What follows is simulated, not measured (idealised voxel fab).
Documented hereafter: the process module known as voxel transistor to metal.
The figure presents cross-section cut, which has a width of 180 nm and is divided into square cells with an edge length of 5 nm.
A cross-section is written here as square cells arranged in a grid, and it is given in bands from the top down, each band taking up one or more rows of cells.
Band: top height; bottom height; in nm. Then, left to right: material with width in nm, for each material. "throughout": a single material spanning edge to edge. "air": empty space.
Basically, 0 is our baseline, since under it the wafer straight out of the box is all one material. The bottom band has no lower end and keeps on going down, so it looks like "0 -> down".
Width: "30..40" (first number = top row, second number = bottom row, same change from row to row of cells).
"same as before", as given for a step, is the statement that not any cell of the cross-section underwent a change during that step.
"Closed cavities" means: voids of 8 cells or more that are shut off from the top with no open way through. Written width x height at distance, distance from the left edge, in nm.
after a step's settings: what the simulator itself notes on the step
You can add "overlay nm" to a step's line. For a step with a mask, it describes how far the mask lay to the right of its planned position, and a negative number describes a lay to the left.
### Set out below are the planned steps of the process
1: RECEIVE: material Si
2: OXIDIZE: depth nm 5
3: CONFORMAL_DEP: material SiN, thk nm 15
4: DIRECTIONAL_DEP: material aC, thk nm 10
5: PATTERN: tone cover, mask id ACTIVE, material resist, width nm 110, thk nm 30, overlay nm -15
6: DIRECTIONAL_ETCH: etch materials aC, depth nm 10
7: STRIP: etch materials resist
8: DIRECTIONAL_ETCH: etch materials SiN, depth nm 15
9: DIRECTIONAL_ETCH: etch materials SiO2, depth nm 5
10: DIRECTIONAL_ETCH: etch materials Si, depth nm 30
11: STRIP: etch materials aC
12: FILL_DEP: material SiO2, thk nm 5
13: CMP: height nm 15
14: SELECTIVE_ETCH: etch materials SiO2, depth nm 10
15: STRIP: etch materials SiN
16: SELECTIVE_ETCH: etch materials SiO2, depth nm 5
17: OXIDIZE: depth nm 5
18: DIRECTIONAL_DEP: material polySi, thk nm 20
19: DIRECTIONAL_DEP: material SiCN, thk nm 15
20: PATTERN: tone cover, mask id GATE, material resist, width nm 30, thk nm 15, overlay nm 0
21: DIRECTIONAL_ETCH: etch materials SiCN, depth nm 25
22: DIRECTIONAL_ETCH: etch materials polySi, depth nm 30
23: STRIP: etch materials resist
24: CONFORMAL_DEP: material SiO2, thk nm 5
25: DIRECTIONAL_ETCH: etch materials SiO2, depth nm 5
26: CONFORMAL_DEP: material SiN, thk nm 5
27: DIRECTIONAL_ETCH: etch materials SiN, depth nm 5
28: DIRECTIONAL_ETCH: etch materials SiO2, depth nm 5
29: EPI: material nSi, thk nm 5
30: FILL_DEP: material SiO2, thk nm 10
31: CMP: height nm 15
32: STRIP: etch materials polySi
33: SELECTIVE_ETCH: etch materials SiO2, depth nm 5
34: CONFORMAL_DEP: material HfO2, thk nm 5
35: CONFORMAL_DEP: material TiN, thk nm 5
36: FILL_DEP: material W, thk nm 10
37: CMP: height nm 10
38: DIRECTIONAL_DEP: material SiO2, thk nm 10
39: PATTERN: tone open, mask id CONTACT, material resist, width nm 20, pitch nm 80, thk nm 15, overlay nm 0
40: DIRECTIONAL_ETCH: etch materials SiO2, depth nm 25
41: STRIP: etch materials resist
42: CONFORMAL_DEP: material TiN, thk nm 5
43: FILL_DEP: material W, thk nm 10
44: CMP: height nm 20
45: DIRECTIONAL_DEP: material TiN, thk nm 5
46: DIRECTIONAL_DEP: material W, thk nm 20
47: DIRECTIONAL_DEP: material aC, thk nm 10
48: PATTERN: tone cover, mask id METAL_1, material resist, width nm 20, pitch nm 80, thk nm 25, overlay nm 0
49: DIRECTIONAL_ETCH: etch materials aC, depth nm 10
50: STRIP: etch materials resist
51: DIRECTIONAL_ETCH: etch materials W, depth nm 20
52: DIRECTIONAL_ETCH: etch materials TiN, depth nm 5
53: STRIP: etch materials aC
54: FILL_DEP: material SiO2, thk nm 10
55: CMP: height nm 45
56: CONFORMAL_DEP: material SiCN, thk nm 5
57: DIRECTIONAL_DEP: material lowk, thk nm 35
58: MASKED_ETCH: tone open, mask id METAL_2, width nm 20, pitch nm 80, etch materials lowk, depth nm 20, overlay nm 0
59: PATTERN: tone open, mask id METAL_2_HOLES, material resist, width nm 15, pitch nm 80, thk nm 20, overlay nm 0
60: DIRECTIONAL_ETCH: etch materials lowk, depth nm 15
61: DIRECTIONAL_ETCH: etch materials SiCN, depth nm 5
62: STRIP: etch materials resist
63: CONFORMAL_DEP: material TiN, thk nm 5
64: FILL_DEP: material Cu, thk nm 5
65: CMP: height nm 85
66: CONFORMAL_DEP: material SiCN, thk nm 5
The wafers are alike at the start. At step 5, their overlay nm differs. The plan lists the first wafer's value.
### The first of several wafers in cross-section, exactly as it reached us after step 1
- 0 -> down  Si throughout
- Closed cavities: none
### First of several wafers, sectioned at end of module (last step: step 66)
- 90 -> 85  SiCN throughout
- 85 -> 70  40 of lowk / 5 of TiN / 10 of Cu / 5 of TiN / 60 of lowk / 5 of TiN / 10 of Cu / 5 of TiN / 40 of lowk
- 70 -> 65  40 of lowk / 5 of TiN / 5 of Cu / 10 of TiN / 60 of lowk / 5 of TiN / 5 of Cu / 10 of TiN / 40 of lowk
- 65 -> 50  40 of lowk / 5 of TiN / 5 of Cu / 5 of TiN / 65 of lowk / 5 of TiN / 5 of Cu / 5 of TiN / 45 of lowk
- 50 -> 45  40 of SiCN / 15 of TiN / 65 of SiCN / 15 of TiN / 45 of SiCN
- 45 -> 25  40 of SiO2 / 20 of W / 60 of SiO2 / 20 of W / 40 of SiO2
- 25 -> 20  40 of SiO2 / 20 of TiN / 60 of SiO2 / 20 of TiN / 40 of SiO2
- 20 -> 10  40 of SiO2 / 5 of TiN / 10 of W / 5 of TiN / 60 of SiO2 / 5 of TiN / 10 of W / 5 of TiN / 40 of SiO2
- 10 -> 5  40 of SiO2 / 5 of TiN / 10 of W / 5 of TiN / 5 of SiO2 / 5 of SiN / 5 of HfO2 / 5 of TiN / 20 of W / 5 of TiN / 5 of HfO2 / 5 of SiN / 5 of SiO2 / 5 of TiN / 10 of W / 5 of TiN / 40 of SiO2
- 5 -> 0  40 of SiO2 / 5 of TiN / 10 of W / 5 of TiN / 5 of SiO2 / 5 of SiN / 5 of HfO2 / 5 of TiN / 20 of W / 5 of TiN / 5 of HfO2 / 5 of SiN / 5 of SiO2 / 20 of TiN / 40 of SiO2
- 0 -> -5  20 of SiO2 / 5 of SiN / 15 of SiO2 / 20 of TiN / 5 of SiO2 / 5 of SiN / 5 of HfO2 / 30 of TiN / 5 of HfO2 / 5 of SiN / 5 of SiO2 / 5 of TiN / 5 of SiN / 10 of TiN / 40 of SiO2
- -5 -> -10  25 of SiO2 / 40 of nSi / 5 of SiO2 / 40 of HfO2 / 5 of SiO2 / 10 of nSi / 55 of SiO2
- -10 -> -35  20 of SiO2 / 110 of Si / 50 of SiO2
- -35 -> down  Si throughout
- Closed cavities: none
### Last-wafer cross-section at the end of the module
- 90 -> 85  SiCN throughout
- 85 -> 70  40 of lowk / 5 of TiN / 10 of Cu / 5 of TiN / 60 of lowk / 5 of TiN / 10 of Cu / 5 of TiN / 40 of lowk
- 70 -> 65  40 of lowk / 5 of TiN / 5 of Cu / 10 of TiN / 60 of lowk / 5 of TiN / 5 of Cu / 10 of TiN / 40 of lowk
- 65 -> 50  40 of lowk / 5 of TiN / 5 of Cu / 5 of TiN / 65 of lowk / 5 of TiN / 5 of Cu / 5 of TiN / 45 of lowk
- 50 -> 45  40 of SiCN / 15 of TiN / 65 of SiCN / 15 of TiN / 45 of SiCN
- 45 -> 25  40 of SiO2 / 20 of W / 60 of SiO2 / 20 of W / 40 of SiO2
- 25 -> 20  40 of SiO2 / 20 of TiN / 60 of SiO2 / 20 of TiN / 40 of SiO2
- 20 -> 10  40 of SiO2 / 5 of TiN / 10 of W / 5 of TiN / 60 of SiO2 / 5 of TiN / 10 of W / 5 of TiN / 40 of SiO2
- 10 -> 5  40 of SiO2 / 5 of TiN / 10 of W / 5 of TiN / 5 of SiO2 / 5 of SiN / 5 of HfO2 / 5 of TiN / 20 of W / 5 of TiN / 5 of HfO2 / 5 of SiN / 5 of SiO2 / 5 of TiN / 10 of W / 5 of TiN / 40 of SiO2
- 5 -> 0  40 of SiO2 / 20 of TiN / 5 of SiO2 / 5 of SiN / 5 of HfO2 / 5 of TiN / 20 of W / 5 of TiN / 5 of HfO2 / 5 of SiN / 5 of SiO2 / 5 of TiN / 10 of W / 5 of TiN / 40 of SiO2
- 0 -> -5  40 of SiO2 / 10 of TiN / 5 of SiN / 5 of TiN / 5 of SiO2 / 5 of SiN / 5 of HfO2 / 30 of TiN / 5 of HfO2 / 5 of SiN / 5 of SiO2 / 20 of TiN / 15 of SiO2 / 5 of SiN / 20 of SiO2
- -5 -> -10  55 of SiO2 / 10 of nSi / 5 of SiO2 / 40 of HfO2 / 5 of SiO2 / 40 of nSi / 25 of SiO2
- -10 -> -35  50 of SiO2 / 110 of Si / 20 of SiO2
- -35 -> down  Si throughout
- Closed cavities: none
### Take any row and you have a wafer at the end of the module: how many cells of each material it has gained (+) or lost (-) since it was received, and then its closed voids
overlay nm -15; +20 Cu; +14 HfO2; -142 Si; +66 SiCN; +8 SiN; +337 SiO2; +79 TiN; +54 W; +202 lowk; +10 nSi; Closed cavities: none
overlay nm -10; +20 Cu; +14 HfO2; -142 Si; +66 SiCN; +8 SiN; +337 SiO2; +79 TiN; +54 W; +202 lowk; +10 nSi; Closed cavities: none
overlay nm -5; +20 Cu; +14 HfO2; -142 Si; +66 SiCN; +8 SiN; +337 SiO2; +78 TiN; +55 W; +202 lowk; +10 nSi; Closed cavities: none
overlay nm 0; +20 Cu; +14 HfO2; -142 Si; +66 SiCN; +8 SiN; +336 SiO2; +78 TiN; +56 W; +202 lowk; +10 nSi; Closed cavities: none
overlay nm 5; +20 Cu; +14 HfO2; -142 Si; +66 SiCN; +8 SiN; +337 SiO2; +78 TiN; +55 W; +202 lowk; +10 nSi; Closed cavities: none
overlay nm 10; +20 Cu; +14 HfO2; -142 Si; +66 SiCN; +8 SiN; +337 SiO2; +79 TiN; +54 W; +202 lowk; +10 nSi; Closed cavities: none
overlay nm 15; +20 Cu; +14 HfO2; -142 Si; +66 SiCN; +8 SiN; +337 SiO2; +79 TiN; +54 W; +202 lowk; +10 nSi; Closed cavities: none
